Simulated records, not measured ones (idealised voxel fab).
The following process module bears the name voxel double patterning.
In the cross-section labelled cut, the width is 175 nm and each square cell is 5 nm.
Cross-section = grid of square cells, listed top down in bands; band = one or more rows. Heads up on the band format: heights come first, top then bottom, in nm. After that it's the materials left to right, each with its width in nm. A single material flagged "throughout" fills the whole band edge to edge, and "blank" means there's empty space there. It should be noted that heights are counted from 0, beneath which the wafer as supplied is of one material throughout, and that the lowest band possesses no lower boundary but continues downward, as written in "z 0 and below". Width spec "30->40" -> top row of cells at first value, bottom row at second value, equal per-row change in between. "stayed the same" means the step left every cell of the cross-section as it was. The list in "Sealed void list" covers empty spaces of 8 cells or more that cannot reach the top through any open way, and it gives each as width x height at distance; the distance is from the left edge, and width, height and distance are in nm. Heads up: the bit after the settings on a step's line is the simulator's remark on that step. A step's line can hold "overlay nm"; with a mask on that step, the setting says how far right of the planned place the mask lay, while a negative setting says it lay to the left.

### List of planned process steps
1 RECEIVE [material Si]
2 CONFORMAL_DEP [material SiO2] [thk nm 10]
3 DIRECTIONAL_DEP [material W] [thk nm 10]
4 DIRECTIONAL_DEP [material SiCN] [thk nm 5]
5 DIRECTIONAL_DEP [material aC] [thk nm 10]
6 PATTERN [tone open] [mask id FIRST] [material resist] [width nm 15] [pitch nm 50] [thk nm 25] [overlay nm 0]
7 DIRECTIONAL_ETCH [etch materials aC] [depth nm 10]
8 STRIP [etch materials resist]
9 DIRECTIONAL_ETCH [etch materials SiCN] [depth nm 5]
10 STRIP [etch materials aC]
11 PATTERN [tone open] [mask id SECOND] [material resist] [width nm 15] [pitch nm 50] [thk nm 15] [overlay nm 0]
12 DIRECTIONAL_ETCH [etch materials SiCN] [depth nm 5]
13 STRIP [etch materials resist]
14 DIRECTIONAL_ETCH [etch materials W] [depth nm 10]
15 STRIP [etch materials SiCN]

### Cross-section: wafer on arrival = after step 1
	z 0 and below: Si throughout
	Sealed void list: none

### Cross-section, end of module. Start: as above. Plan: as above. Execution: one mistake
	z 20 to 10: W=30 / blank=15 / W=10 / blank=15 / W=10 / blank=15 / W=10 / blank=15 / W=10 / blank=15 / W=30
	z 10 to 0: aC throughout
	z 0 and below: Si throughout
	Sealed void list: none
Deviation from plan: step 2 changed vs plan, executed as CONFORMAL_DEP [material aC] [thk nm 10]
